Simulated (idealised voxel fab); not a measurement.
Process module heading - voxel wiring stack
Section cut is 180 nm wide and gridded with 5 nm square cells.
We lay out every cross-section as a grid of square cells and spell it out in bands from the top down, where one band means one or more rows of cells.
Heads up on the band format: heights come first, top then bottom, in nm. After that it's the materials left to right, each with its width in nm. A single material flagged "full width" fills the whole band edge to edge, and "blank" means there's empty space there.
Basically, 0 is our baseline, since under it the wafer straight out of the box is all one material. The bottom band has no lower end and keeps on going down, so it looks like "0 -> down".
Width spec "30..40" -> top row of cells at first value, bottom row at second value, equal per-row change in between.
Take "identical to before" at face value: in the step it is given for, the cross-section changed in none of its cells.
In the "Closed void register" entry, you get each enclosed empty space of 8 cells or more, one with no open way to the top, written width x height at distance, distance from the left edge, in nm.
Anything after a step's settings on that line? It's the simulator's own note about the step.
For masked steps, "overlay nm" on the step line gives how far right of plan the mask actually lay; a minus sign means it lay to the left.
## Process steps - plan
- 1: RECEIVE,material Si
- 2: CONFORMAL_DEP,material SiO2,thk nm 15
- 3: CONFORMAL_DEP,material SiN,thk nm 5
- 4: DIRECTIONAL_DEP,material SiO2,thk nm 15
- 5: DIRECTIONAL_DEP,material aC,thk nm 15
- 6: PATTERN,tone open,mask id METAL_1,material resist,width nm 25,pitch nm 40,thk nm 35,overlay nm 0
- 7: DIRECTIONAL_ETCH,etch materials aC,depth nm 15
- 8: STRIP,etch materials resist
- 9: DIRECTIONAL_ETCH,etch materials SiO2,depth nm 15
- 10: DIRECTIONAL_ETCH,etch materials SiN,depth nm 5
- 11: STRIP,etch materials aC
- 12: CONFORMAL_DEP,material TiN,thk nm 5
- 13: FILL_DEP,material Cu,thk nm 5
- 14: CMP,height nm 35
- 15: EPI,material Ru,thk nm 5
- 16: FILL_DEP,material SiCN,thk nm 5
- 17: DIRECTIONAL_DEP,material SiO2,thk nm 10
- 18: PATTERN,tone open,mask id PLUG_1,material resist,width nm 15,pitch nm 40,thk nm 15,overlay nm 0
- 19: DIRECTIONAL_ETCH,etch materials SiO2,depth nm 10
- 20: DIRECTIONAL_ETCH,etch materials SiCN,depth nm 5
- 21: STRIP,etch materials resist
- 22: CONFORMAL_DEP,material TiN,thk nm 5
- 23: FILL_DEP,material Ru,thk nm 10
- 24: CMP,height nm 55
- 25: DIRECTIONAL_DEP,material TiN,thk nm 5
- 26: DIRECTIONAL_DEP,material W,thk nm 15
- 27: PATTERN,tone cover,mask id METAL_2,material resist,width nm 25,pitch nm 40,thk nm 20,overlay nm 0
- 28: DIRECTIONAL_ETCH,etch materials W,depth nm 15
- 29: DIRECTIONAL_ETCH,etch materials TiN,depth nm 5
- 30: STRIP,etch materials resist
- 31: CONFORMAL_DEP,material SiN,thk nm 5
- 32: FILL_DEP,material lowk,thk nm 10
- 33: CMP,height nm 75
- 34: CONFORMAL_DEP,material SiCN,thk nm 5
- 35: DIRECTIONAL_DEP,material SiO2,thk nm 30
- 36: DIRECTIONAL_DEP,material aC,thk nm 10
- 37: PATTERN,tone open,mask id METAL_3_HOLES,material resist,width nm 15,thk nm 30,overlay nm 0
- 38: DIRECTIONAL_ETCH,etch materials aC,depth nm 10
- 39: STRIP,etch materials resist
- 40: DIRECTIONAL_ETCH,etch materials SiO2,depth nm 30
- 41: STRIP,etch materials aC
- 42: DIRECTIONAL_DEP,material aC,thk nm 15
- 43: PATTERN,tone open,mask id METAL_3,material resist,width nm 25,pitch nm 40,thk nm 30,overlay nm 0
- 44: DIRECTIONAL_ETCH,etch materials aC,depth nm 15
- 45: STRIP,etch materials resist
- 46: DIRECTIONAL_ETCH,etch materials SiO2,depth nm 15
- 47: DIRECTIONAL_ETCH,etch materials SiCN,depth nm 5
- 48: STRIP,etch materials aC
- 49: CONFORMAL_DEP,material TiN,thk nm 5
- 50: FILL_DEP,material Cu,thk nm 5
- 51: CMP,height nm 110
- 52: CONFORMAL_DEP,material SiN,thk nm 5
## Run as planned: first of two wafers
## Here's what the wafer looked like in cross-section when it arrived - that's after step 1
    0 -> down = Si full width
    Closed void register: none
## State of the wafer after step 2, shown in cross-section
    15 -> 0 = SiO2 full width
    Rest of section, below 0: as before.
## State of the wafer after step 3, shown in cross-section
    20 -> 15 = SiN full width
    Rest of section, below 15: as before.
## State of the wafer after step 4, shown in cross-section
    35 -> 20 = SiO2 full width
    Rest of section, below 20: as before.
## State of the wafer after step 5, shown in cross-section
    50 -> 35 = aC full width
    Rest of section, below 35: as before.
## State of the wafer after step 6, shown in cross-section
    85 -> 50 = resist 55, blank 25, resist 15, blank 25, resist 60
    Rest of section, below 50: as before.
## State of the wafer after step 7, shown in cross-section
    70 -> 50 = resist 55, blank 25, resist 15, blank 25, resist 60
    50 -> 35 = aC 55, blank 25, aC 15, blank 25, aC 60
    Rest of section, below 35: as before.
## State of the wafer after step 8, shown in cross-section
    50 -> 35 = aC 55, blank 25, aC 15, blank 25, aC 60
    Rest of section, below 35: as before.
## State of the wafer after step 9, shown in cross-section
    50 -> 35 = aC 55, blank 25, aC 15, blank 25, aC 60
    35 -> 20 = SiO2 55, blank 25, SiO2 15, blank 25, SiO2 60
    Rest of section, below 20: as before.
## State of the wafer after step 10, shown in cross-section
    50 -> 35 = aC 55, blank 25, aC 15, blank 25, aC 60
    35 -> 20 = SiO2 55, blank 25, SiO2 15, blank 25, SiO2 60
    20 -> 15 = SiN 55, blank 25, SiN 15, blank 25, SiN 60
    Rest of section, below 15: as before.
## State of the wafer after step 11, shown in cross-section
    35 -> 20 = SiO2 55, blank 25, SiO2 15, blank 25, SiO2 60
    Rest of section, below 20: as before.
## State of the wafer after step 12, shown in cross-section
    40 -> 35 = TiN 60, blank 15, TiN 25, blank 15, TiN 65
    35 -> 20 = SiO2 55, TiN 5, blank 15, TiN 5, SiO2 15, TiN 5, blank 15, TiN 5, SiO2 60
    20 -> 15 = SiN 55, TiN 25, SiN 15, TiN 25, SiN 60
    Rest of section, below 15: as before.
## State of the wafer after step 13, shown in cross-section
    45 -> 40 = Cu full width
    40 -> 35 = TiN 60, Cu 15, TiN 25, Cu 15, TiN 65
    35 -> 20 = SiO2 55, TiN 5, Cu 15, TiN 5, SiO2 15, TiN 5, Cu 15, TiN 5, SiO2 60
    Rest of section, below 20: as before.
## State of the wafer after step 14, shown in cross-section
    35 -> 20 = SiO2 55, TiN 5, Cu 15, TiN 5, SiO2 15, TiN 5, Cu 15, TiN 5, SiO2 60
    Rest of section, below 20: as before.
## State of the wafer after step 15, shown in cross-section
    40 -> 35 = blank 50, Ru 35, blank 5, Ru 35, blank 55
    Rest of section, below 35: as before.
## State of the wafer after step 16, shown in cross-section
    45 -> 40 = SiCN full width
    40 -> 35 = SiCN 50, Ru 35, SiCN 5, Ru 35, SiCN 55
    Rest of section, below 35: as before.
## State of the wafer after step 17, shown in cross-section
    55 -> 45 = SiO2 full width
    Rest of section, below 45: as before.
## State of the wafer after step 18, shown in cross-section
    70 -> 55 = resist 55, blank 15, resist 25, blank 15, resist 70
    Rest of section, below 55: as before.
## State of the wafer after step 19, shown in cross-section
    70 -> 55 = resist 55, blank 15, resist 25, blank 15, resist 70
    55 -> 45 = SiO2 55, blank 15, SiO2 25, blank 15, SiO2 70
    Rest of section, below 45: as before.
## State of the wafer after step 20, shown in cross-section
    70 -> 55 = resist 55, blank 15, resist 25, blank 15, resist 70
    55 -> 45 = SiO2 55, blank 15, SiO2 25, blank 15, SiO2 70
    45 -> 40 = SiCN 55, blank 15, SiCN 25, blank 15, SiCN 70
    Rest of section, below 40: as before.
## State of the wafer after step 21, shown in cross-section
    55 -> 45 = SiO2 55, blank 15, SiO2 25, blank 15, SiO2 70
    Rest of section, below 45: as before.
## State of the wafer after step 22, shown in cross-section
    60 -> 55 = TiN 60, blank 5, TiN 35, blank 5, TiN 75
    55 -> 45 = SiO2 55, TiN 5, blank 5, TiN 5, SiO2 25, TiN 5, blank 5, TiN 5, SiO2 70
    45 -> 40 = SiCN 55, TiN 15, SiCN 25, TiN 15, SiCN 70
    Rest of section, below 40: as before.
## State of the wafer after step 23, shown in cross-section
    70 -> 60 = Ru full width
    60 -> 55 = TiN 60, Ru 5, TiN 35, Ru 5, TiN 75
    55 -> 45 = SiO2 55, TiN 5, Ru 5, TiN 5, SiO2 25, TiN 5, Ru 5, TiN 5, SiO2 70
    Rest of section, below 45: as before.
## State of the wafer after step 24, shown in cross-section
    55 -> 45 = SiO2 55, TiN 5, Ru 5, TiN 5, SiO2 25, TiN 5, Ru 5, TiN 5, SiO2 70
    Rest of section, below 45: as before.
## State of the wafer after step 25, shown in cross-section
    60 -> 55 = TiN full width
    Rest of section, below 55: as before.
## State of the wafer after step 26, shown in cross-section
    75 -> 60 = W full width
    Rest of section, below 60: as before.
## State of the wafer after step 27, shown in cross-section
    95 -> 75 = blank 55, resist 25, blank 15, resist 25, blank 60
    Rest of section, below 75: as before.
## State of the wafer after step 28, shown in cross-section
    95 -> 75 = blank 55, resist 25, blank 15, resist 25, blank 60
    75 -> 60 = blank 55, W 25, blank 15, W 25, blank 60
    Rest of section, below 60: as before.
## State of the wafer after step 29, shown in cross-section
    95 -> 75 = blank 55, resist 25, blank 15, resist 25, blank 60
    75 -> 60 = blank 55, W 25, blank 15, W 25, blank 60
    60 -> 55 = blank 55, TiN 25, blank 15, TiN 25, blank 60
    Rest of section, below 55: as before.
## State of the wafer after step 30, shown in cross-section
    75 -> 60 = blank 55, W 25, blank 15, W 25, blank 60
    Rest of section, below 60: as before.
## State of the wafer after step 31, shown in cross-section
    80 -> 75 = blank 50, SiN 35, blank 5, SiN 35, blank 55
    75 -> 60 = blank 50, SiN 5, W 25, SiN 5, blank 5, SiN 5, W 25, SiN 5, blank 55
    60 -> 55 = SiN 55, TiN 25, SiN 15, TiN 25, SiN 60
    Rest of section, below 55: as before.
## State of the wafer after step 32, shown in cross-section
    90 -> 80 = lowk full width
    80 -> 75 = lowk 50, SiN 35, lowk 5, SiN 35, lowk 55
    75 -> 60 = lowk 50, SiN 5, W 25, SiN 5, lowk 5, SiN 5, W 25, SiN 5, lowk 55
    Rest of section, below 60: as before.
## State of the wafer after step 33, shown in cross-section
    75 -> 60 = lowk 50, SiN 5, W 25, SiN 5, lowk 5, SiN 5, W 25, SiN 5, lowk 55
    Rest of section, below 60: as before.
## State of the wafer after step 34, shown in cross-section
    80 -> 75 = SiCN full width
    Rest of section, below 75: as before.
## State of the wafer after step 35, shown in cross-section
    110 -> 80 = SiO2 full width
    Rest of section, below 80: as before.
## State of the wafer after step 36, shown in cross-section
    120 -> 110 = aC full width
    Rest of section, below 110: as before.
## State of the wafer after step 37, shown in cross-section
    150 -> 120 = resist 55, blank 15, resist 110
    Rest of section, below 120: as before.
## State of the wafer after step 38, shown in cross-section
    140 -> 120 = resist 55, blank 15, resist 110
    120 -> 110 = aC 55, blank 15, aC 110
    Rest of section, below 110: as before.
## State of the wafer after step 39, shown in cross-section
    120 -> 110 = aC 55, blank 15, aC 110
    Rest of section, below 110: as before.
## State of the wafer after step 40, shown in cross-section
    120 -> 110 = aC 55, blank 15, aC 110
    110 -> 80 = SiO2 55, blank 15, SiO2 110
    Rest of section, below 80: as before.
## State of the wafer after step 41, shown in cross-section
    110 -> 80 = SiO2 55, blank 15, SiO2 110
    Rest of section, below 80: as before.
## State of the wafer after step 42, shown in cross-section
    125 -> 110 = aC 55, blank 15, aC 110
    110 -> 95 = SiO2 55, blank 15, SiO2 110
    95 -> 80 = SiO2 55, aC 15, SiO2 110
    Rest of section, below 80: as before.
## State of the wafer after step 43, shown in cross-section
    155 -> 125 = resist 55, blank 25, resist 15, blank 25, resist 60
    Rest of section, below 125: as before.
## State of the wafer after step 44, shown in cross-section
    140 -> 125 = resist 55, blank 25, resist 15, blank 25, resist 60
    125 -> 110 = aC 55, blank 25, aC 15, blank 25, aC 60
    110 -> 80 = SiO2 55, blank 15, SiO2 110
    Rest of section, below 80: as before.
## State of the wafer after step 45, shown in cross-section
    125 -> 110 = aC 55, blank 25, aC 15, blank 25, aC 60
    Rest of section, below 110: as before.
## State of the wafer after step 46, shown in cross-section
    125 -> 110 = aC 55, blank 25, aC 15, blank 25, aC 60
    110 -> 95 = SiO2 55, blank 25, SiO2 15, blank 25, SiO2 60
    Rest of section, below 95: as before.
## State of the wafer after step 47, shown in cross-section
    125 -> 110 = aC 55, blank 25, aC 15, blank 25, aC 60
    110 -> 95 = SiO2 55, blank 25, SiO2 15, blank 25, SiO2 60
    95 -> 80 = SiO2 55, blank 15, SiO2 110
    80 -> 75 = SiCN 55, blank 15, SiCN 110
    Rest of section, below 75: as before.
## State of the wafer after step 48, shown in cross-section
    110 -> 95 = SiO2 55, blank 25, SiO2 15, blank 25, SiO2 60
    Rest of section, below 95: as before.
## State of the wafer after step 49, shown in cross-section
    115 -> 110 = TiN 60, blank 15, TiN 25, blank 15, TiN 65
    110 -> 100 = SiO2 55, TiN 5, blank 15, TiN 5, SiO2 15, TiN 5, blank 15, TiN 5, SiO2 60
    100 -> 95 = SiO2 55, TiN 5, blank 5, TiN 15, SiO2 15, TiN 25, SiO2 60
    95 -> 80 = SiO2 55, TiN 5, blank 5, TiN 5, SiO2 110
    80 -> 75 = SiCN 55, TiN 15, SiCN 110
    Rest of section, below 75: as before.
## State of the wafer after step 50, shown in cross-section
    120 -> 115 = Cu full width
    115 -> 110 = TiN 60, Cu 15, TiN 25, Cu 15, TiN 65
    110 -> 100 = SiO2 55, TiN 5, Cu 15, TiN 5, SiO2 15, TiN 5, Cu 15, TiN 5, SiO2 60
    100 -> 95 = SiO2 55, TiN 5, Cu 5, TiN 15, SiO2 15, TiN 25, SiO2 60
    95 -> 80 = SiO2 55, TiN 5, Cu 5, TiN 5, SiO2 110
    Rest of section, below 80: as before.
## State of the wafer after step 51, shown in cross-section
    110 -> 100 = SiO2 55, TiN 5, Cu 15, TiN 5, SiO2 15, TiN 5, Cu 15, TiN 5, SiO2 60
    Rest of section, below 100: as before.
## State of the wafer after step 52, shown in cross-section
    115 -> 110 = SiN full width
    Rest of section, below 110: as before.
## Second wafer: same start and same plan as the first, one execution error; identical to the first through step 1
## Look at the second wafer in cross-section at the time step 2 ought to have finished
    5 -> 0 = SiN full width
    Rest of section, below 0: as before.
## Look at the second wafer in cross-section at the time step 3 ought to have finished
    20 -> 5 = SiO2 full width
    Rest of section, below 5: as before.
## Look at the second wafer in cross-section at the time step 4 ought to have finished
    35 -> 5 = SiO2 full width
    Rest of section, below 5: as before.
## Look at the second wafer in cross-section at the time step 5 ought to have finished
    50 -> 35 = aC full width
    Rest of section, below 35: as before.
## Look at the second wafer in cross-section at the time step 6 ought to have finished
    85 -> 50 = resist 55, blank 25, resist 15, blank 25, resist 60
    Rest of section, below 50: as before.
## Look at the second wafer in cross-section at the time step 7 ought to have finished
    70 -> 50 = resist 55, blank 25, resist 15, blank 25, resist 60
    50 -> 35 = aC 55, blank 25, aC 15, blank 25, aC 60
    Rest of section, below 35: as before.
## Look at the second wafer in cross-section at the time step 8 ought to have finished
    50 -> 35 = aC 55, blank 25, aC 15, blank 25, aC 60
    Rest of section, below 35: as before.
## Look at the second wafer in cross-section at the time step 9 ought to have finished
    50 -> 35 = aC 55, blank 25, aC 15, blank 25, aC 60
    35 -> 20 = SiO2 55, blank 25, SiO2 15, blank 25, SiO2 60
    Rest of section, below 20: as before.
Look at the second wafer in cross-section at the time step 10 ought to have finished: identical to before
## Look at the second wafer in cross-section at the time step 11 ought to have finished
    35 -> 20 = SiO2 55, blank 25, SiO2 15, blank 25, SiO2 60
    Rest of section, below 20: as before.
## Look at the second wafer in cross-section at the time step 12 ought to have finished
    40 -> 35 = TiN 60, blank 15, TiN 25, blank 15, TiN 65
    35 -> 25 = SiO2 55, TiN 5, blank 15, TiN 5, SiO2 15, TiN 5, blank 15, TiN 5, SiO2 60
    25 -> 20 = SiO2 55, TiN 25, SiO2 15, TiN 25, SiO2 60
    Rest of section, below 20: as before.
## Look at the second wafer in cross-section at the time step 13 ought to have finished
    45 -> 40 = Cu full width
    40 -> 35 = TiN 60, Cu 15, TiN 25, Cu 15, TiN 65
    35 -> 25 = SiO2 55, TiN 5, Cu 15, TiN 5, SiO2 15, TiN 5, Cu 15, TiN 5, SiO2 60
    Rest of section, below 25: as before.
## Look at the second wafer in cross-section at the time step 14 ought to have finished
    35 -> 25 = SiO2 55, TiN 5, Cu 15, TiN 5, SiO2 15, TiN 5, Cu 15, TiN 5, SiO2 60
    Rest of section, below 25: as before.
## Look at the second wafer in cross-section at the time step 15 ought to have finished
    40 -> 35 = blank 50, Ru 35, blank 5, Ru 35, blank 55
    Rest of section, below 35: as before.
## Look at the second wafer in cross-section at the time step 16 ought to have finished
    45 -> 40 = SiCN full width
    40 -> 35 = SiCN 50, Ru 35, SiCN 5, Ru 35, SiCN 55
    Rest of section, below 35: as before.
## Look at the second wafer in cross-section at the time step 17 ought to have finished
    55 -> 45 = SiO2 full width
    Rest of section, below 45: as before.
## Look at the second wafer in cross-section at the time step 18 ought to have finished
    70 -> 55 = resist 55, blank 15, resist 25, blank 15, resist 70
    Rest of section, below 55: as before.
## Look at the second wafer in cross-section at the time step 19 ought to have finished
    70 -> 55 = resist 55, blank 15, resist 25, blank 15, resist 70
    55 -> 45 = SiO2 55, blank 15, SiO2 25, blank 15, SiO2 70
    Rest of section, below 45: as before.
## Look at the second wafer in cross-section at the time step 20 ought to have finished
    70 -> 55 = resist 55, blank 15, resist 25, blank 15, resist 70
    55 -> 45 = SiO2 55, blank 15, SiO2 25, blank 15, SiO2 70
    45 -> 40 = SiCN 55, blank 15, SiCN 25, blank 15, SiCN 70
    Rest of section, below 40: as before.
## Look at the second wafer in cross-section at the time step 21 ought to have finished
    55 -> 45 = SiO2 55, blank 15, SiO2 25, blank 15, SiO2 70
    Rest of section, below 45: as before.
## Look at the second wafer in cross-section at the time step 22 ought to have finished
    60 -> 55 = TiN 60, blank 5, TiN 35, blank 5, TiN 75
    55 -> 45 = SiO2 55, TiN 5, blank 5, TiN 5, SiO2 25, TiN 5, blank 5, TiN 5, SiO2 70
    45 -> 40 = SiCN 55, TiN 15, SiCN 25, TiN 15, SiCN 70
    Rest of section, below 40: as before.
## Look at the second wafer in cross-section at the time step 23 ought to have finished
    70 -> 60 = Ru full width
    60 -> 55 = TiN 60, Ru 5, TiN 35, Ru 5, TiN 75
    55 -> 45 = SiO2 55, TiN 5, Ru 5, TiN 5, SiO2 25, TiN 5, Ru 5, TiN 5, SiO2 70
    Rest of section, below 45: as before.
## Look at the second wafer in cross-section at the time step 24 ought to have finished
    55 -> 45 = SiO2 55, TiN 5, Ru 5, TiN 5, SiO2 25, TiN 5, Ru 5, TiN 5, SiO2 70
    Rest of section, below 45: as before.
## Look at the second wafer in cross-section at the time step 25 ought to have finished
    60 -> 55 = TiN full width
    Rest of section, below 55: as before.
## Look at the second wafer in cross-section at the time step 26 ought to have finished
    75 -> 60 = W full width
    Rest of section, below 60: as before.
## Look at the second wafer in cross-section at the time step 27 ought to have finished
    95 -> 75 = blank 55, resist 25, blank 15, resist 25, blank 60
    Rest of section, below 75: as before.
## Look at the second wafer in cross-section at the time step 28 ought to have finished
    95 -> 75 = blank 55, resist 25, blank 15, resist 25, blank 60
    75 -> 60 = blank 55, W 25, blank 15, W 25, blank 60
    Rest of section, below 60: as before.
## Look at the second wafer in cross-section at the time step 29 ought to have finished
    95 -> 75 = blank 55, resist 25, blank 15, resist 25, blank 60
    75 -> 60 = blank 55, W 25, blank 15, W 25, blank 60
    60 -> 55 = blank 55, TiN 25, blank 15, TiN 25, blank 60
    Rest of section, below 55: as before.
## Look at the second wafer in cross-section at the time step 30 ought to have finished
    75 -> 60 = blank 55, W 25, blank 15, W 25, blank 60
    Rest of section, below 60: as before.
## Look at the second wafer in cross-section at the time step 31 ought to have finished
    80 -> 75 = blank 50, SiN 35, blank 5, SiN 35, blank 55
    75 -> 60 = blank 50, SiN 5, W 25, SiN 5, blank 5, SiN 5, W 25, SiN 5, blank 55
    60 -> 55 = SiN 55, TiN 25, SiN 15, TiN 25, SiN 60
    Rest of section, below 55: as before.
## Look at the second wafer in cross-section at the time step 32 ought to have finished
    90 -> 80 = lowk full width
    80 -> 75 = lowk 50, SiN 35, lowk 5, SiN 35, lowk 55
    75 -> 60 = lowk 50, SiN 5, W 25, SiN 5, lowk 5, SiN 5, W 25, SiN 5, lowk 55
    Rest of section, below 60: as before.
## Look at the second wafer in cross-section at the time step 33 ought to have finished
    75 -> 60 = lowk 50, SiN 5, W 25, SiN 5, lowk 5, SiN 5, W 25, SiN 5, lowk 55
    Rest of section, below 60: as before.
## Look at the second wafer in cross-section at the time step 34 ought to have finished
    80 -> 75 = SiCN full width
    Rest of section, below 75: as before.
## Look at the second wafer in cross-section at the time step 35 ought to have finished
    110 -> 80 = SiO2 full width
    Rest of section, below 80: as before.
## Look at the second wafer in cross-section at the time step 36 ought to have finished
    120 -> 110 = aC full width
    Rest of section, below 110: as before.
## Look at the second wafer in cross-section at the time step 37 ought to have finished
    150 -> 120 = resist 55, blank 15, resist 110
    Rest of section, below 120: as before.
## Look at the second wafer in cross-section at the time step 38 ought to have finished
    140 -> 120 = resist 55, blank 15, resist 110
    120 -> 110 = aC 55, blank 15, aC 110
    Rest of section, below 110: as before.
## Look at the second wafer in cross-section at the time step 39 ought to have finished
    120 -> 110 = aC 55, blank 15, aC 110
    Rest of section, below 110: as before.
## Look at the second wafer in cross-section at the time step 40 ought to have finished
    120 -> 110 = aC 55, blank 15, aC 110
    110 -> 80 = SiO2 55, blank 15, SiO2 110
    Rest of section, below 80: as before.
## Look at the second wafer in cross-section at the time step 41 ought to have finished
    110 -> 80 = SiO2 55, blank 15, SiO2 110
    Rest of section, below 80: as before.
## Look at the second wafer in cross-section at the time step 42 ought to have finished
    125 -> 110 = aC 55, blank 15, aC 110
    110 -> 95 = SiO2 55, blank 15, SiO2 110
    95 -> 80 = SiO2 55, aC 15, SiO2 110
    Rest of section, below 80: as before.
## Look at the second wafer in cross-section at the time step 43 ought to have finished
    155 -> 125 = resist 55, blank 25, resist 15, blank 25, resist 60
    Rest of section, below 125: as before.
## Look at the second wafer in cross-section at the time step 44 ought to have finished
    140 -> 125 = resist 55, blank 25, resist 15, blank 25, resist 60
    125 -> 110 = aC 55, blank 25, aC 15, blank 25, aC 60
    110 -> 80 = SiO2 55, blank 15, SiO2 110
    Rest of section, below 80: as before.
## Look at the second wafer in cross-section at the time step 45 ought to have finished
    125 -> 110 = aC 55, blank 25, aC 15, blank 25, aC 60
    Rest of section, below 110: as before.
## Look at the second wafer in cross-section at the time step 46 ought to have finished
    125 -> 110 = aC 55, blank 25, aC 15, blank 25, aC 60
    110 -> 95 = SiO2 55, blank 25, SiO2 15, blank 25, SiO2 60
    Rest of section, below 95: as before.
## Look at the second wafer in cross-section at the time step 47 ought to have finished
    125 -> 110 = aC 55, blank 25, aC 15, blank 25, aC 60
    110 -> 95 = SiO2 55, blank 25, SiO2 15, blank 25, SiO2 60
    95 -> 80 = SiO2 55, blank 15, SiO2 110
    80 -> 75 = SiCN 55, blank 15, SiCN 110
    Rest of section, below 75: as before.
## Look at the second wafer in cross-section at the time step 48 ought to have finished
    110 -> 95 = SiO2 55, blank 25, SiO2 15, blank 25, SiO2 60
    Rest of section, below 95: as before.
## Look at the second wafer in cross-section at the time step 49 ought to have finished
    115 -> 110 = TiN 60, blank 15, TiN 25, blank 15, TiN 65
    110 -> 100 = SiO2 55, TiN 5, blank 15, TiN 5, SiO2 15, TiN 5, blank 15, TiN 5, SiO2 60
    100 -> 95 = SiO2 55, TiN 5, blank 5, TiN 15, SiO2 15, TiN 25, SiO2 60
    95 -> 80 = SiO2 55, TiN 5, blank 5, TiN 5, SiO2 110
    80 -> 75 = SiCN 55, TiN 15, SiCN 110
    Rest of section, below 75: as before.
## Look at the second wafer in cross-section at the time step 50 ought to have finished
    120 -> 115 = Cu full width
    115 -> 110 = TiN 60, Cu 15, TiN 25, Cu 15, TiN 65
    110 -> 100 = SiO2 55, TiN 5, Cu 15, TiN 5, SiO2 15, TiN 5, Cu 15, TiN 5, SiO2 60
    100 -> 95 = SiO2 55, TiN 5, Cu 5, TiN 15, SiO2 15, TiN 25, SiO2 60
    95 -> 80 = SiO2 55, TiN 5, Cu 5, TiN 5, SiO2 110
    Rest of section, below 80: as before.
## Look at the second wafer in cross-section at the time step 51 ought to have finished
    110 -> 100 = SiO2 55, TiN 5, Cu 15, TiN 5, SiO2 15, TiN 5, Cu 15, TiN 5, SiO2 60
    Rest of section, below 100: as before.
## Look at the second wafer in cross-section at the time step 52 ought to have finished
    115 -> 110 = SiN full width
    Rest of section, below 110: as before.
Error vs. plan: note: step 2 <-> step 3, run order reversed vs plan
Per the end-of-run cell counts, the second wafer holds more or fewer of some materials than the first: Cu -6 | SiN +10 | TiN -4
